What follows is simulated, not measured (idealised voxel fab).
Presented below is a process module, voxel transistor to metal.
Square cell edge 5 nm, section width 190 nm, ID cut.
Each cross-section below is a grid of square cells, stated as bands in top-down order, with one or more rows of cells making up each band. Within each band entry, the heights of the top and of the bottom of the band appear first, in that order and in nm; the materials of the band then follow from left to right, each with its corresponding width in nm. The designation "everywhere" on a single material indicates that it fills the band from edge to edge; the designation "empty" indicates empty space. We count height from 0. Below that, the starting wafer is all one material. The lowest band never ends at the bottom but goes on down; see "top 0, no bottom" for how that is written. With a width like "30 to 40", each row of cells in the band differs from the next by the same amount, the top row carrying the first number and the bottom row the second. Where the words "identical to before" appear for a step, the cross-section shows no cell changed by that step; every cell remained as before. Entry "Non-vented voids" = empty spaces >= 8 cells with no open way to the top; each as width x height at distance, distance from left edge, all nm. Where a step's line continues beyond its settings, the continuation is a remark by the simulator itself on that step. overlay nm: how far to the right of its planned place the mask lay on this masked step (negative: to the left).
# The process steps that were planned are listed below
- 1: RECEIVE,material Si
- 2: OXIDIZE,depth nm 5
- 3: CONFORMAL_DEP,material SiN,thk nm 10
- 4: PATTERN,tone cover,mask id ACTIVE,material resist,width nm 120,thk nm 20,overlay nm 0
- 5: DIRECTIONAL_ETCH,etch materials SiN,depth nm 10
- 6: DIRECTIONAL_ETCH,etch materials SiO2,depth nm 5
- 7: DIRECTIONAL_ETCH,etch materials Si,depth nm 20
- 8: STRIP,etch materials resist
- 9: FILL_DEP,material SiO2,thk nm 15
- 10: CMP,height nm 10
- 11: SELECTIVE_ETCH,etch materials SiO2,depth nm 5
- 12: STRIP,etch materials SiN
- 13: SELECTIVE_ETCH,etch materials SiO2,depth nm 5
- 14: OXIDIZE,depth nm 5
- 15: DIRECTIONAL_DEP,material polySi,thk nm 20
- 16: DIRECTIONAL_DEP,material SiCN,thk nm 10
- 17: DIRECTIONAL_DEP,material aC,thk nm 15
- 18: PATTERN,tone cover,mask id GATE,material resist,width nm 30,thk nm 30,overlay nm 0
- 19: DIRECTIONAL_ETCH,etch materials aC,depth nm 15
- 20: STRIP,etch materials resist
- 21: DIRECTIONAL_ETCH,etch materials SiCN,depth nm 20
- 22: DIRECTIONAL_ETCH,etch materials polySi,depth nm 30
- 23: STRIP,etch materials aC
- 24: CONFORMAL_DEP,material SiN,thk nm 5
- 25: DIRECTIONAL_ETCH,etch materials SiN,depth nm 5
- 26: DIRECTIONAL_ETCH,etch materials SiO2,depth nm 5
- 27: DIRECTIONAL_ETCH,etch materials Si,depth nm 10
- 28: EPI,material pSi,thk nm 10
- 29: FILL_DEP,material SiO2,thk nm 5
- 30: CMP,height nm 15
- 31: STRIP,etch materials polySi
- 32: SELECTIVE_ETCH,etch materials SiO2,depth nm 5
- 33: CONFORMAL_DEP,material HfO2,thk nm 5
- 34: CONFORMAL_DEP,material TiN,thk nm 5
- 35: FILL_DEP,material W,thk nm 5
- 36: CMP,height nm 10
- 37: DIRECTIONAL_DEP,material SiO2,thk nm 10
- 38: PATTERN,tone open,mask id CONTACT,material resist,width nm 15,pitch nm 85,thk nm 20,overlay nm 0
- 39: DIRECTIONAL_ETCH,etch materials SiO2,depth nm 30
- 40: STRIP,etch materials resist
- 41: CONFORMAL_DEP,material TiN,thk nm 5
- 42: FILL_DEP,material W,thk nm 5
- 43: CMP,height nm 20
- 44: CONFORMAL_DEP,material SiCN,thk nm 5
- 45: DIRECTIONAL_DEP,material SiO2,thk nm 15
- 46: PATTERN,tone open,mask id METAL_1,material resist,width nm 15,pitch nm 85,thk nm 20,overlay nm 0
- 47: DIRECTIONAL_ETCH,etch materials SiO2,depth nm 15
- 48: DIRECTIONAL_ETCH,etch materials SiCN,depth nm 5
- 49: STRIP,etch materials resist
- 50: CONFORMAL_DEP,material TiN,thk nm 5
- 51: FILL_DEP,material W,thk nm 5
- 52: CMP,height nm 40
- 53: CONFORMAL_DEP,material SiCN,thk nm 5
- 54: DIRECTIONAL_DEP,material lowk,thk nm 25
- 55: DIRECTIONAL_DEP,material aC,thk nm 15
- 56: PATTERN,tone open,mask id METAL_2,material resist,width nm 15,pitch nm 85,thk nm 30,overlay nm 0
- 57: DIRECTIONAL_ETCH,etch materials aC,depth nm 15
- 58: STRIP,etch materials resist
- 59: DIRECTIONAL_ETCH,etch materials lowk,depth nm 15
- 60: STRIP,etch materials aC
- 61: PATTERN,tone open,mask id METAL_2_HOLES,material resist,width nm 15,pitch nm 85,thk nm 20,overlay nm 0
- 62: DIRECTIONAL_ETCH,etch materials lowk,depth nm 10
- 63: DIRECTIONAL_ETCH,etch materials SiCN,depth nm 5
- 64: STRIP,etch materials resist
- 65: CONFORMAL_DEP,material TiN,thk nm 5
- 66: FILL_DEP,material Cu,thk nm 10
- 67: CMP,height nm 70
- 68: CONFORMAL_DEP,material SiN,thk nm 5
# So this is the incoming wafer in cross-section - it's already been through step 1
- top 0, no bottom = Si everywhere
- Non-vented voids: none
# Starting wafer: above. Plan: above. Run: one mistake. Cross-section after the module: below
- top 75, bottom 70 = SiN everywhere
- top 70, bottom 45 = 45 of lowk; 5 of TiN; 5 of Cu; 5 of TiN; 70 of lowk; 5 of TiN; 5 of Cu; 5 of TiN; 45 of lowk
- top 45, bottom 40 = 45 of SiCN; 15 of TiN; 70 of SiCN; 15 of TiN; 45 of SiCN
- top 40, bottom 25 = 45 of SiO2; 5 of TiN; 5 of W; 5 of TiN; 70 of SiO2; 5 of TiN; 5 of W; 5 of TiN; 45 of SiO2
- top 25, bottom 20 = 45 of SiCN; 15 of TiN; 70 of SiCN; 15 of TiN; 45 of SiCN
- top 20, bottom 10 = 45 of SiO2; 5 of TiN; 5 of W; 5 of TiN; 70 of SiO2; 5 of TiN; 5 of W; 5 of TiN; 45 of SiO2
- top 10, bottom 0 = 45 of SiO2; 5 of TiN; 5 of W; 5 of TiN; 15 of SiO2; 5 of SiN; 5 of HfO2; 5 of TiN; 10 of W; 5 of TiN; 5 of HfO2; 5 of SiN; 15 of SiO2; 5 of TiN; 5 of W; 5 of TiN; 45 of SiO2
- top 0, bottom -5 = 25 of SiO2; 5 of SiN; 15 of SiO2; 5 of TiN; 5 of W; 5 of TiN; 5 of SiO2; 10 of pSi; 5 of SiN; 5 of HfO2; 20 of TiN; 5 of HfO2; 5 of SiN; 10 of pSi; 5 of SiO2; 5 of TiN; 5 of W; 5 of TiN; 15 of SiO2; 5 of SiN; 25 of SiO2
- top -5, bottom -10 = 45 of SiO2; 15 of TiN; 5 of SiO2; 10 of pSi; 40 of HfO2; 10 of pSi; 5 of SiO2; 15 of TiN; 45 of SiO2
- top -10, bottom -20 = 30 of SiO2; 45 of pSi; 40 of Si; 45 of pSi; 30 of SiO2
- top -20, bottom -25 = 30 of SiO2; 130 of Si; 30 of SiO2
- top -25, no bottom = Si everywhere
- Non-vented voids: none
Misprocessing identified: step 4 ran differently from the plan; actual operation with settings: PATTERN,tone cover,mask id ACTIVE,material resist,width nm 130,thk nm 20,overlay nm 0
